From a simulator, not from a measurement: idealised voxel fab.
process module | voxel double patterning
cross-section cut | 235 nm wide | cells 5 nm
A cross-section is a grid of square cells, given in bands from the top down. A band is one or more rows of cells.
Each band's line starts with the height of the band's top and of its bottom, in nm. Then come its materials from left to right, each with its width in nm. One material with "throughout" fills the band from edge to edge. "air" is empty space.
Height 0 is the level under which the wafer as received is all one material. The lowest band goes on downwards, as in "0 down".
A width such as "30 to 40" changes by the same amount from each row of cells to the next, from the band's top row to its bottom row.
"no change" after a step means that no cell of the cross-section changed.
closed voids: empty space of 8 cells or more with no open way to the top, each as width x height at its distance from the left edge, in nm
after a step's settings: what the simulator itself notes on the step
overlay nm, on a step with a mask: how far to the right of its planned place the mask lay; to the left if negative
plan
1 op RECEIVE | material Si
2 op CONFORMAL_DEP | material SiO2 | thk nm 10
3 op DIRECTIONAL_DEP | material W | thk nm 15
4 op DIRECTIONAL_DEP | material SiN | thk nm 10
5 op MASKED_ETCH | tone open | mask id FIRST | width nm 15 | pitch nm 50 | etch materials SiN | depth nm 10 | overlay nm 0
6 op DIRECTIONAL_DEP | material aC | thk nm 15
7 op PATTERN | tone open | mask id SECOND | material resist | width nm 15 | pitch nm 50 | thk nm 35 | overlay nm 0
8 op DIRECTIONAL_ETCH | etch materials aC | depth nm 15
9 op STRIP | etch materials resist
10 op DIRECTIONAL_ETCH | etch materials SiN | depth nm 10
11 op STRIP | etch materials aC
12 op DIRECTIONAL_ETCH | etch materials W | depth nm 15
13 op STRIP | etch materials SiN
first wafer, as planned
as received, after step 1
  0 down: Si throughout
  closed voids: none
after step 2
  10 to 0: SiO2 throughout
  below 0: unchanged
after step 3
  25 to 10: W throughout
  below 10: unchanged
after step 4
  35 to 25: SiN throughout
  below 25: unchanged
after step 5
  35 to 25: SiN 60 | air 15 | SiN 35 | air 15 | SiN 35 | air 15 | SiN 60
  below 25: unchanged
after step 6
  50 to 40: aC 60 | air 15 | aC 35 | air 15 | aC 35 | air 15 | aC 60
  40 to 35: aC throughout
  35 to 25: SiN 60 | aC 15 | SiN 35 | aC 15 | SiN 35 | aC 15 | SiN 60
  below 25: unchanged
after step 7
  85 to 50: resist 85 | air 15 | resist 35 | air 15 | resist 85
  50 to 40: aC 60 | resist 15 | aC 35 | resist 15 | aC 35 | resist 15 | aC 60
  below 40: unchanged
after step 8
  70 to 50: resist 85 | air 15 | resist 35 | air 15 | resist 85
  50 to 40: aC 60 | resist 15 | aC 10 | air 15 | aC 10 | resist 15 | aC 10 | air 15 | aC 10 | resist 15 | aC 60
  40 to 35: aC 85 | air 15 | aC 35 | air 15 | aC 85
  below 35: unchanged
after step 9
  50 to 40: aC 60 | air 15 | aC 10 | air 15 | aC 10 | air 15 | aC 10 | air 15 | aC 10 | air 15 | aC 60
  below 40: unchanged
after step 10
  50 to 40: aC 60 | air 15 | aC 10 | air 15 | aC 10 | air 15 | aC 10 | air 15 | aC 10 | air 15 | aC 60
  40 to 35: aC 85 | air 15 | aC 35 | air 15 | aC 85
  35 to 25: SiN 60 | aC 15 | SiN 10 | air 15 | SiN 10 | aC 15 | SiN 10 | air 15 | SiN 10 | aC 15 | SiN 60
  below 25: unchanged
after step 11
  35 to 25: SiN 60 | air 15 | SiN 10 | air 15 | SiN 10 | air 15 | SiN 10 | air 15 | SiN 10 | air 15 | SiN 60
  below 25: unchanged
after step 12
  35 to 25: SiN 60 | air 15 | SiN 10 | air 15 | SiN 10 | air 15 | SiN 10 | air 15 | SiN 10 | air 15 | SiN 60
  25 to 10: W 60 | air 15 | W 10 | air 15 | W 10 | air 15 | W 10 | air 15 | W 10 | air 15 | W 60
  below 10: unchanged
after step 13
  25 to 10: W 60 | air 15 | W 10 | air 15 | W 10 | air 15 | W 10 | air 15 | W 10 | air 15 | W 60
  below 10: unchanged
second wafer: like start, like plan, one mistake. Through step 1 it matches the first wafer
when step 2 should have ended: no change
when step 3 should have ended
  15 to 0: W throughout
  below 0: unchanged
when step 4 should have ended
  25 to 15: SiN throughout
  below 15: unchanged
when step 5 should have ended
  25 to 15: SiN 60 | air 15 | SiN 35 | air 15 | SiN 35 | air 15 | SiN 60
  below 15: unchanged
when step 6 should have ended
  40 to 30: aC 60 | air 15 | aC 35 | air 15 | aC 35 | air 15 | aC 60
  30 to 25: aC throughout
  25 to 15: SiN 60 | aC 15 | SiN 35 | aC 15 | SiN 35 | aC 15 | SiN 60
  below 15: unchanged
when step 7 should have ended
  75 to 40: resist 85 | air 15 | resist 35 | air 15 | resist 85
  40 to 30: aC 60 | resist 15 | aC 35 | resist 15 | aC 35 | resist 15 | aC 60
  below 30: unchanged
when step 8 should have ended
  60 to 40: resist 85 | air 15 | resist 35 | air 15 | resist 85
  40 to 30: aC 60 | resist 15 | aC 10 | air 15 | aC 10 | resist 15 | aC 10 | air 15 | aC 10 | resist 15 | aC 60
  30 to 25: aC 85 | air 15 | aC 35 | air 15 | aC 85
  below 25: unchanged
when step 9 should have ended
  40 to 30: aC 60 | air 15 | aC 10 | air 15 | aC 10 | air 15 | aC 10 | air 15 | aC 10 | air 15 | aC 60
  below 30: unchanged
when step 10 should have ended
  40 to 30: aC 60 | air 15 | aC 10 | air 15 | aC 10 | air 15 | aC 10 | air 15 | aC 10 | air 15 | aC 60
  30 to 25: aC 85 | air 15 | aC 35 | air 15 | aC 85
  25 to 15: SiN 60 | aC 15 | SiN 10 | air 15 | SiN 10 | aC 15 | SiN 10 | air 15 | SiN 10 | aC 15 | SiN 60
  below 15: unchanged
when step 11 should have ended
  25 to 15: SiN 60 | air 15 | SiN 10 | air 15 | SiN 10 | air 15 | SiN 10 | air 15 | SiN 10 | air 15 | SiN 60
  below 15: unchanged
when step 12 should have ended
  25 to 15: SiN 60 | air 15 | SiN 10 | air 15 | SiN 10 | air 15 | SiN 10 | air 15 | SiN 10 | air 15 | SiN 60
  15 to 0: W 60 | air 15 | W 10 | air 15 | W 10 | air 15 | W 10 | air 15 | W 10 | air 15 | W 60
  below 0: unchanged
when step 13 should have ended
  15 to 0: W 60 | air 15 | W 10 | air 15 | W 10 | air 15 | W 10 | air 15 | W 10 | air 15 | W 60
  below 0: unchanged
what went wrong: step 2 was left out
at the end the second wafer has, in cells: 94 fewer of SiO2
